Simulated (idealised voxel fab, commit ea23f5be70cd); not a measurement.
process module | voxel trench capacitor
cross-section cut | 260 nm wide | cells 5 nm
A cross-section is a grid of square cells, given in bands from the top down. A band is one or more rows of cells.
Each band's line starts with the height of the band's top and of its bottom, in nm. Then come its materials from left to right, each with its width in nm. One material with "throughout" fills the band from edge to edge. "air" is empty space.
Height 0 is the level under which the wafer as received is all one material. The lowest band goes on downwards, as in "0 down".
A width such as "30 to 40" changes by the same amount from each row of cells to the next, from the band's top row to its bottom row.
"no change" after a step means that no cell of the cross-section changed.
closed voids: empty space of 8 cells or more with no open way to the top, each as width x height at its distance from the left edge, in nm
after a step's settings: what the simulator itself notes on the step
overlay nm, on a step with a mask: how far to the right of its planned place the mask lay; to the left if negative
plan
1 op RECEIVE | material Si
2 op CONFORMAL_DEP | material SiN | thk nm 5
3 op DIRECTIONAL_DEP | material aC | thk nm 10
4 op PATTERN | tone open | mask id TRENCH | material resist | width nm 20 | pitch nm 40 | thk nm 30 | overlay nm 0
5 op DIRECTIONAL_ETCH | etch materials aC | depth nm 10
6 op STRIP | etch materials resist
7 op DIRECTIONAL_ETCH | etch materials SiN | depth nm 5
8 op DIRECTIONAL_ETCH | etch materials Si | depth nm 30
9 op STRIP | etch materials aC
10 op CONFORMAL_DEP | material Al2O3 | thk nm 5
11 op FILL_DEP | material polySi | thk nm 10
12 op CMP | height nm 5
as received, after step 1
  0 down: Si throughout
  closed voids: none
first wafer at the end, as planned
  5 to 0: SiN 100 | Al2O3 5 | polySi 10 | Al2O3 5 | SiN 20 | Al2O3 5 | polySi 10 | Al2O3 5 | SiN 100
  0 to -25: Si 100 | Al2O3 5 | polySi 10 | Al2O3 5 | Si 20 | Al2O3 5 | polySi 10 | Al2O3 5 | Si 100
  -25 to -30: Si 100 | Al2O3 20 | Si 20 | Al2O3 20 | Si 100
  -30 down: Si throughout
  closed voids: none
second wafer at the end: like start, like plan, one mistake
  20 to 10: polySi throughout
  10 to 5: Al2O3 105 | polySi 10 | Al2O3 30 | polySi 10 | Al2O3 105
  5 to 0: SiN 100 | Al2O3 5 | polySi 10 | Al2O3 5 | SiN 20 | Al2O3 5 | polySi 10 | Al2O3 5 | SiN 100
  0 to -25: Si 100 | Al2O3 5 | polySi 10 | Al2O3 5 | Si 20 | Al2O3 5 | polySi 10 | Al2O3 5 | Si 100
  -25 to -30: Si 100 | Al2O3 20 | Si 20 | Al2O3 20 | Si 100
  -30 down: Si throughout
  closed voids: none
what went wrong: step 12 was left out
at the end the second wafer has, in cells: 48 more of Al2O3 | 108 more of polySi
